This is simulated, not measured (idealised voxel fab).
Process module, titled voxel wiring stack
Cross-sectional view cut (width: 265 nm; square cell size: 5 nm).
Square cells in a grid make up a cross-section in this document, and the grid is given as bands, listed from the top down, each one or more rows of cells. This entry defines a band. It first specifies the height of the band's top and the height of its bottom in nm, and then specifies the band's materials from left to right, stating each material with its width in nm. The word "throughout" identifies a single material that fills the band from edge to edge, while the word "air" identifies empty space. Heights are expressed relative to 0, this being the level below which the as-received wafer comprises one material exclusively. The lowest band is unbounded in the downward direction and is denoted as in "top 0, no bottom". A two-number width, for instance "30..40", indicates that the width is equal to the first number in the top row of the band and to the second number in the bottom row, and that it changes by a constant amount per row of cells. What does "everything unchanged" mean for a step? It means no cell of the cross-section changed in that step. Voids not open to the top, 8 cells minimum: see "Sealed internal voids". Written width x height at distance; distance is from the left edge; nm. Post-settings text on a step line: simulator's own remark regarding the step. Among the settings permitted on a step's line is "overlay nm"; applied to a step with a mask, it specifies the extent to which the mask lay to the right of its planned position, whereas a negative figure signifies a position to the left.

Plan
1) RECEIVE (material Si)
2) CONFORMAL_DEP (material SiO2; thk nm 15)
3) DIRECTIONAL_DEP (material TiN; thk nm 5)
4) DIRECTIONAL_DEP (material Ru; thk nm 25)
5) MASKED_ETCH (tone cover; mask id METAL_1; width nm 20; pitch nm 35; etch materials Ru; depth nm 25; overlay nm 0)
6) MASKED_ETCH (tone cover; mask id METAL_1; width nm 20; pitch nm 35; etch materials TiN; depth nm 5; overlay nm 0)
7) CONFORMAL_DEP (material SiCN; thk nm 5)
8) FILL_DEP (material lowk; thk nm 5)
9) CMP (height nm 45)
10) CONFORMAL_DEP (material SiCN; thk nm 5)
11) DIRECTIONAL_DEP (material SiO2; thk nm 30)
12) MASKED_ETCH (tone open; mask id METAL_2; width nm 20; pitch nm 35; etch materials SiO2; depth nm 15; overlay nm 0)
13) DIRECTIONAL_DEP (material aC; thk nm 10)
14) PATTERN (tone open; mask id METAL_2_HOLES; material resist; width nm 15; pitch nm 70; thk nm 25; overlay nm 0)
15) DIRECTIONAL_ETCH (etch materials aC; depth nm 10)
16) STRIP (etch materials resist)
17) DIRECTIONAL_ETCH (etch materials SiO2; depth nm 15)
18) DIRECTIONAL_ETCH (etch materials SiCN; depth nm 5)
19) STRIP (etch materials aC)
20) CONFORMAL_DEP (material TiN; thk nm 5)
21) FILL_DEP (material Ru; thk nm 10)
22) CMP (height nm 80)
23) CONFORMAL_DEP (material SiCN; thk nm 5)
24) DIRECTIONAL_DEP (material lowk; thk nm 15)
25) MASKED_ETCH (tone open; mask id PLUG_2; width nm 15; pitch nm 35; etch materials lowk; depth nm 15; overlay nm 0)
26) MASKED_ETCH (tone open; mask id PLUG_2; width nm 15; pitch nm 35; etch materials SiCN; depth nm 5; overlay nm 0)
27) CONFORMAL_DEP (material TiN; thk nm 5)
28) FILL_DEP (material Cu; thk nm 10)
29) CMP (height nm 100)
30) DIRECTIONAL_DEP (material TiN; thk nm 5)
31) DIRECTIONAL_DEP (material W; thk nm 15)
32) DIRECTIONAL_DEP (material aC; thk nm 15)
33) PATTERN (tone cover; mask id METAL_3; material resist; width nm 20; pitch nm 35; thk nm 35; overlay nm 0)
34) DIRECTIONAL_ETCH (etch materials aC; depth nm 15)
35) STRIP (etch materials resist)
36) DIRECTIONAL_ETCH (etch materials W; depth nm 15)
37) DIRECTIONAL_ETCH (etch materials TiN; depth nm 5)
38) STRIP (etch materials aC)
39) CONFORMAL_DEP (material SiCN; thk nm 5)
40) FILL_DEP (material SiO2; thk nm 10)
41) CMP (height nm 120)
42) CONFORMAL_DEP (material SiN; thk nm 5)

As-received state of the wafer in cross-section, equivalent to post-step 1
> top 0, no bottom = Si throughout
> Sealed internal voids: none

Starting structure and process plan are as shown above, but one mistake was made in running the module; the wafer cross-section at the end of the module follows
> top 125, bottom 120 = SiN throughout
> top 120, bottom 105 = 80 SiO2 | 5 SiCN | 20 W | 5 SiCN | 5 SiO2 | 5 SiCN | 20 W | 5 SiCN | 5 SiO2 | 5 SiCN | 20 W | 5 SiCN | 85 SiO2
> top 105, bottom 100 = 85 SiCN | 20 TiN | 15 SiCN | 20 TiN | 15 SiCN | 20 TiN | 90 SiCN
> top 100, bottom 85 = 85 lowk | 5 TiN | 5 Cu | 5 TiN | 20 lowk | 5 TiN | 5 Cu | 5 TiN | 20 lowk | 5 TiN | 5 Cu | 5 TiN | 95 lowk
> top 85, bottom 80 = 85 SiCN | 15 TiN | 20 SiCN | 15 TiN | 20 SiCN | 15 TiN | 95 SiCN
> top 80, bottom 70 = 85 SiO2 | 5 TiN | 10 Ru | 5 TiN | 20 SiO2 | 5 TiN | 5 Ru | 5 TiN | 15 SiO2 | 5 TiN | 10 Ru | 5 TiN | 90 SiO2
> top 70, bottom 65 = 85 SiO2 | 20 TiN | 20 SiO2 | 15 TiN | 15 SiO2 | 20 TiN | 90 SiO2
> top 65, bottom 50 = 90 SiO2 | 10 TiN | 60 SiO2 | 10 TiN | 95 SiO2
> top 50, bottom 45 = 90 SiCN | 10 TiN | 60 SiCN | 10 TiN | 95 SiCN
> top 45, bottom 20 = 80 lowk | 5 SiCN | 20 Ru | 5 SiCN | 5 lowk | 5 SiCN | 20 Ru | 5 SiCN | 5 lowk | 5 SiCN | 20 Ru | 5 SiCN | 85 lowk
> top 20, bottom 15 = 85 SiCN | 20 TiN | 15 SiCN | 20 TiN | 15 SiCN | 20 TiN | 90 SiCN
> top 15, bottom 0 = SiO2 throughout
> top 0, no bottom = Si throughout
> Sealed internal voids: none
The mistake made against the process plan was this: step 12 off recipe, ran as MASKED_ETCH (tone open; mask id METAL_2; width nm 15; pitch nm 35; etch materials SiO2; depth nm 15; overlay nm 0)
